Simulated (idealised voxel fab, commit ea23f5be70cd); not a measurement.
process module | voxel wiring stack
cross-section cut | 270 nm wide | cells 5 nm
A cross-section is a grid of square cells, given in bands from the top down. A band is one or more rows of cells.
Each band's line starts with the height of the band's top and of its bottom, in nm. Then come its materials from left to right, each with its width in nm. One material with "throughout" fills the band from edge to edge. "air" is empty space.
Height 0 is the level under which the wafer as received is all one material. The lowest band goes on downwards, as in "0 down".
A width such as "30 to 40" changes by the same amount from each row of cells to the next, from the band's top row to its bottom row.
"no change" after a step means that no cell of the cross-section changed.
closed voids: empty space of 8 cells or more with no open way to the top, each as width x height at its distance from the left edge, in nm
after a step's settings: what the simulator itself notes on the step
overlay nm, on a step with a mask: how far to the right of its planned place the mask lay; to the left if negative
plan
1 op RECEIVE | material Si
2 op CONFORMAL_DEP | material SiO2 | thk nm 15
3 op CONFORMAL_DEP | material SiN | thk nm 5
4 op DIRECTIONAL_DEP | material SiO2 | thk nm 15
5 op PATTERN | tone open | mask id METAL_1 | material resist | width nm 30 | pitch nm 50 | thk nm 20 | overlay nm 0
6 op DIRECTIONAL_ETCH | etch materials SiO2 | depth nm 15
7 op DIRECTIONAL_ETCH | etch materials SiN | depth nm 5
8 op STRIP | etch materials resist
9 op CONFORMAL_DEP | material TiN | thk nm 5
10 op FILL_DEP | material Cu | thk nm 10
11 op CMP | height nm 35
12 op CONFORMAL_DEP | material SiCN | thk nm 5
13 op DIRECTIONAL_DEP | material lowk | thk nm 25
14 op MASKED_ETCH | tone open | mask id METAL_2_HOLES | width nm 15 | etch materials lowk | depth nm 25 | overlay nm 0
15 op DIRECTIONAL_DEP | material aC | thk nm 10
16 op PATTERN | tone open | mask id METAL_2 | material resist | width nm 30 | pitch nm 50 | thk nm 25 | overlay nm 0
17 op DIRECTIONAL_ETCH | etch materials aC | depth nm 10
18 op STRIP | etch materials resist
19 op DIRECTIONAL_ETCH | etch materials lowk | depth nm 15
20 op DIRECTIONAL_ETCH | etch materials SiCN | depth nm 5
21 op STRIP | etch materials aC
22 op CONFORMAL_DEP | material TiN | thk nm 5
23 op FILL_DEP | material Ru | thk nm 5
24 op CMP | height nm 65
25 op CONFORMAL_DEP | material SiCN | thk nm 5
26 op DIRECTIONAL_DEP | material SiO2 | thk nm 10
27 op MASKED_ETCH | tone open | mask id PLUG_2 | width nm 15 | etch materials SiO2 | depth nm 10 | overlay nm 0
28 op MASKED_ETCH | tone open | mask id PLUG_2 | width nm 15 | etch materials SiCN | depth nm 5 | overlay nm 0
29 op CONFORMAL_DEP | material TiN | thk nm 5
30 op FILL_DEP | material Ru | thk nm 5
31 op CMP | height nm 80
32 op CONFORMAL_DEP | material SiN | thk nm 5
33 op DIRECTIONAL_DEP | material SiO2 | thk nm 20
34 op MASKED_ETCH | tone open | mask id METAL_3 | width nm 30 | pitch nm 50 | etch materials SiO2 | depth nm 20 | overlay nm 0
35 op MASKED_ETCH | tone open | mask id METAL_3 | width nm 30 | pitch nm 50 | etch materials SiN | depth nm 5 | overlay nm 0
36 op CONFORMAL_DEP | material TiN | thk nm 5
37 op FILL_DEP | material Ru | thk nm 5
38 op CMP | height nm 105
39 op CONFORMAL_DEP | material SiN | thk nm 5
as received, after step 1
  0 down: Si throughout
  closed voids: none
first wafer at the end, as planned
  110 to 105: SiN throughout
  105 to 85: SiO2 95 | TiN 5 | Ru 20 | TiN 5 | SiO2 20 | TiN 5 | Ru 20 | TiN 5 | SiO2 95
  85 to 80: SiN 95 | TiN 30 | SiN 20 | TiN 30 | SiN 95
  80 to 70: SiO2 95 | TiN 5 | Ru 5 | TiN 5 | SiO2 160
  70 to 65: SiCN 95 | TiN 15 | SiCN 160
  65 to 55: lowk 95 | TiN 5 | Ru 20 | TiN 5 | lowk 20 | TiN 5 | Ru 20 | TiN 5 | lowk 95
  55 to 50: lowk 95 | TiN 5 | Ru 5 | TiN 20 | lowk 20 | TiN 30 | lowk 95
  50 to 40: lowk 95 | TiN 5 | Ru 5 | TiN 5 | lowk 160
  40 to 35: SiCN 95 | TiN 15 | SiCN 160
  35 to 20: SiO2 95 | TiN 5 | Cu 20 | TiN 5 | SiO2 20 | TiN 5 | Cu 20 | TiN 5 | SiO2 95
  20 to 15: SiN 95 | TiN 30 | SiN 20 | TiN 30 | SiN 95
  15 to 0: SiO2 throughout
  0 down: Si throughout
  closed voids: none
second wafer at the end: like start, like plan, one mistake
  110 to 105: SiN throughout
  105 to 85: SiO2 95 | TiN 5 | Ru 20 | TiN 5 | SiO2 20 | TiN 5 | Ru 20 | TiN 5 | SiO2 95
  85 to 80: SiN 95 | TiN 30 | SiN 20 | TiN 30 | SiN 95
  80 to 70: SiO2 95 | TiN 5 | Ru 5 | TiN 5 | SiO2 160
  70 to 65: SiCN 95 | TiN 15 | SiCN 160
  65 to 55: lowk 95 | TiN 5 | Ru 20 | TiN 5 | lowk 20 | TiN 5 | Ru 20 | TiN 5 | lowk 95
  55 to 50: lowk 95 | TiN 5 | Ru 5 | TiN 20 | lowk 20 | TiN 30 | lowk 95
  50 to 40: lowk 95 | TiN 5 | Ru 5 | TiN 5 | lowk 160
  40 to 35: SiCN 95 | TiN 15 | SiCN 160
  35 to 20: Cu 90 | TiN 5 | SiO2 30 | TiN 5 | Cu 10 | TiN 5 | SiO2 30 | TiN 5 | Cu 90
  20 to 15: TiN 95 | SiN 30 | TiN 20 | SiN 30 | TiN 95
  15 to 0: SiO2 throughout
  0 down: Si throughout
  closed voids: none
what went wrong: step 5 ran as: op PATTERN | tone cover | mask id METAL_1 | material resist | width nm 30 | pitch nm 50 | thk nm 20 | overlay nm 0
at the end the second wafer has, in cells: 90 more of Cu | 30 fewer of SiN | 90 fewer of SiO2 | 30 more of TiN
